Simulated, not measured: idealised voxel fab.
Name of the process module below: voxel lift off
Cross-section cut spans 190 nm and uses square cells 5 nm in size.
Bands, listed from the top down, are how a cross-section gets written in this document; the cross-section itself is a grid of square cells, and a band is one or more rows of them.
Band: top height; bottom height; in nm. Then, left to right: material with width in nm, for each material. "all across": a single material spanning edge to edge. "blank": empty space.
Height datum 0, below which the as-received substrate wafer is one material. Lowest band open at the bottom, running downward: "0 nm and below".
The width entry "30 to 40" should be interpreted row by row: the top row of cells in the band takes the first number, the bottom row takes the second number, and the change between adjacent rows is uniform throughout.
It should be understood that the words "remained unchanged", when stated for a given step, signify that the cross-section underwent no change in any of its cells during that step.
"Enclosed cavity list" - sealed voids, min. 8 cells, no opening to top; format: width x height at distance (distance from left edge; nm throughout).
Read whatever lies past the settings on a step's line as the simulator's own remark about the step.
On any step carrying a mask, the "overlay nm" setting, if present on the step's line, tells how far right of its planned place the mask lay; negative values point to the left.

# Steps in the process plan
| 1 | RECEIVE | material Si |
| 2 | CONFORMAL_DEP | material SiN | thk nm 15 |
| 3 | PATTERN | tone open | mask id LINES | material resist | width nm 30 | pitch nm 50 | thk nm 30 | overlay nm 0 |
| 4 | DIRECTIONAL_DEP | material Ru | thk nm 15 |
| 5 | STRIP | etch materials resist |
| 6 | CONFORMAL_DEP | material SiO2 | thk nm 5 |

# As received (post step 1): cross-section
0 nm and below  Si all across
Enclosed cavity list: none

# Starting structure and process plan are as shown above, but one mistake was made in running the module; the wafer cross-section at the end of the module follows
20 nm to 15 nm  SiO2 all across
15 nm to 0 nm  SiN all across
0 nm and below  Si all across
Enclosed cavity list: none
Against the plan, the run slipped here: plan step 4: skipped, not run
